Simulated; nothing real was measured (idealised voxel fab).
process module | voxel wiring stack
cross-section cut | 210 nm wide | cells 5 nm
A cross-section is a grid of square cells, given in bands from the top down. A band is one or more rows of cells.
Each band's line starts with the height of the band's top and of its bottom, in nm. Then come its materials from left to right, each with its width in nm. One material with "throughout" fills the band from edge to edge. "air" is empty space.
Height 0 is the level under which the wafer as received is all one material. The lowest band goes on downwards, as in "0 down".
A width such as "30 to 40" changes by the same amount from each row of cells to the next, from the band's top row to its bottom row.
"no change" after a step means that no cell of the cross-section changed.
closed voids: empty space of 8 cells or more with no open way to the top, each as width x height at its distance from the left edge, in nm
after a step's settings: what the simulator itself notes on the step
overlay nm, on a step with a mask: how far to the right of its planned place the mask lay; to the left if negative
plan
1 op RECEIVE | material Si
2 op CONFORMAL_DEP | material SiO2 | thk nm 15
3 op CONFORMAL_DEP | material SiCN | thk nm 5
4 op DIRECTIONAL_DEP | material lowk | thk nm 15
5 op PATTERN | tone open | mask id METAL_1 | material resist | width nm 30 | pitch nm 45 | thk nm 15 | overlay nm 0
6 op DIRECTIONAL_ETCH | etch materials lowk | depth nm 15
7 op DIRECTIONAL_ETCH | etch materials SiCN | depth nm 5
8 op STRIP | etch materials resist
9 op CONFORMAL_DEP | material TiN | thk nm 5
10 op FILL_DEP | material W | thk nm 5
11 op CMP | height nm 35
12 op CONFORMAL_DEP | material SiCN | thk nm 5
13 op DIRECTIONAL_DEP | material lowk | thk nm 20
14 op PATTERN | tone open | mask id PLUG_1 | material resist | width nm 15 | pitch nm 45 | thk nm 20 | overlay nm 0
15 op DIRECTIONAL_ETCH | etch materials lowk | depth nm 20
16 op DIRECTIONAL_ETCH | etch materials SiCN | depth nm 5
17 op STRIP | etch materials resist
18 op CONFORMAL_DEP | material TiN | thk nm 5
19 op FILL_DEP | material Ru | thk nm 10
20 op CMP | height nm 60
21 op DIRECTIONAL_DEP | material TiN | thk nm 5
22 op DIRECTIONAL_DEP | material W | thk nm 25
23 op DIRECTIONAL_DEP | material aC | thk nm 10
24 op PATTERN | tone cover | mask id METAL_2 | material resist | width nm 30 | pitch nm 45 | thk nm 30 | overlay nm 0
25 op DIRECTIONAL_ETCH | etch materials aC | depth nm 10
26 op STRIP | etch materials resist
27 op DIRECTIONAL_ETCH | etch materials W | depth nm 25
28 op DIRECTIONAL_ETCH | etch materials TiN | depth nm 5
29 op STRIP | etch materials aC
30 op FILL_DEP | material lowk | thk nm 5
31 op CMP | height nm 90
32 op CONFORMAL_DEP | material SiCN | thk nm 5
33 op DIRECTIONAL_DEP | material SiO2 | thk nm 35
34 op PATTERN | tone open | mask id METAL_3_HOLES | material resist | width nm 15 | pitch nm 45 | thk nm 20 | overlay nm 0
35 op DIRECTIONAL_ETCH | etch materials SiO2 | depth nm 35
36 op STRIP | etch materials resist
37 op DIRECTIONAL_DEP | material aC | thk nm 15
38 op PATTERN | tone open | mask id METAL_3 | material resist | width nm 30 | pitch nm 45 | thk nm 30 | overlay nm 0
39 op DIRECTIONAL_ETCH | etch materials aC | depth nm 15
40 op STRIP | etch materials resist
41 op DIRECTIONAL_ETCH | etch materials SiO2 | depth nm 20
42 op DIRECTIONAL_ETCH | etch materials SiCN | depth nm 5
43 op STRIP | etch materials aC
44 op CONFORMAL_DEP | material TiN | thk nm 5
45 op FILL_DEP | material Ru | thk nm 10
46 op CMP | height nm 130
47 op CONFORMAL_DEP | material SiN | thk nm 5
as received, after step 1
  0 down: Si throughout
  closed voids: none
a wafer at the end: this start, this plan, one mistake
  150 to 145: SiN throughout
  145 to 135: Ru throughout
  135 to 130: TiN 25 | Ru 20 | TiN 25 | Ru 20 | TiN 25 | Ru 20 | TiN 25 | Ru 20 | TiN 30
  130 to 115: SiO2 20 | TiN 5 | Ru 20 | TiN 5 | SiO2 15 | TiN 5 | Ru 20 | TiN 5 | SiO2 15 | TiN 5 | Ru 20 | TiN 5 | SiO2 15 | TiN 5 | Ru 20 | TiN 5 | SiO2 25
  115 to 110: SiO2 20 | TiN 5 | Ru 5 | TiN 20 | SiO2 15 | TiN 5 | Ru 5 | TiN 20 | SiO2 15 | TiN 5 | Ru 5 | TiN 20 | SiO2 15 | TiN 5 | Ru 5 | TiN 20 | SiO2 25
  110 to 95: SiO2 20 | TiN 5 | Ru 5 | TiN 5 | SiO2 30 | TiN 5 | Ru 5 | TiN 5 | SiO2 30 | TiN 5 | Ru 5 | TiN 5 | SiO2 30 | TiN 5 | Ru 5 | TiN 5 | SiO2 40
  95 to 90: SiCN 20 | TiN 15 | SiCN 30 | TiN 15 | SiCN 30 | TiN 15 | SiCN 30 | TiN 15 | SiCN 40
  90 to 65: lowk 20 | W 30 | lowk 15 | W 30 | lowk 15 | W 30 | lowk 15 | W 30 | lowk 25
  65 to 60: lowk 20 | TiN 30 | lowk 15 | TiN 30 | lowk 15 | TiN 30 | lowk 15 | TiN 30 | lowk 25
  60 to 40: lowk 20 | TiN 5 | Ru 5 | TiN 5 | lowk 30 | TiN 5 | Ru 5 | TiN 5 | lowk 30 | TiN 5 | Ru 5 | TiN 5 | lowk 30 | TiN 5 | Ru 5 | TiN 5 | lowk 40
  40 to 35: SiCN 20 | TiN 15 | SiCN 30 | TiN 15 | SiCN 30 | TiN 15 | SiCN 30 | TiN 15 | SiCN 40
  35 to 20: lowk 20 | TiN 5 | W 20 | TiN 5 | lowk 15 | TiN 5 | W 20 | TiN 5 | lowk 15 | TiN 5 | W 20 | TiN 5 | lowk 15 | TiN 5 | W 20 | TiN 5 | lowk 25
  20 to 15: SiCN 20 | TiN 30 | SiCN 15 | TiN 30 | SiCN 15 | TiN 30 | SiCN 15 | TiN 30 | SiCN 25
  15 to 0: SiO2 throughout
  0 down: Si throughout
  closed voids: none
what went wrong: step 46 was left out
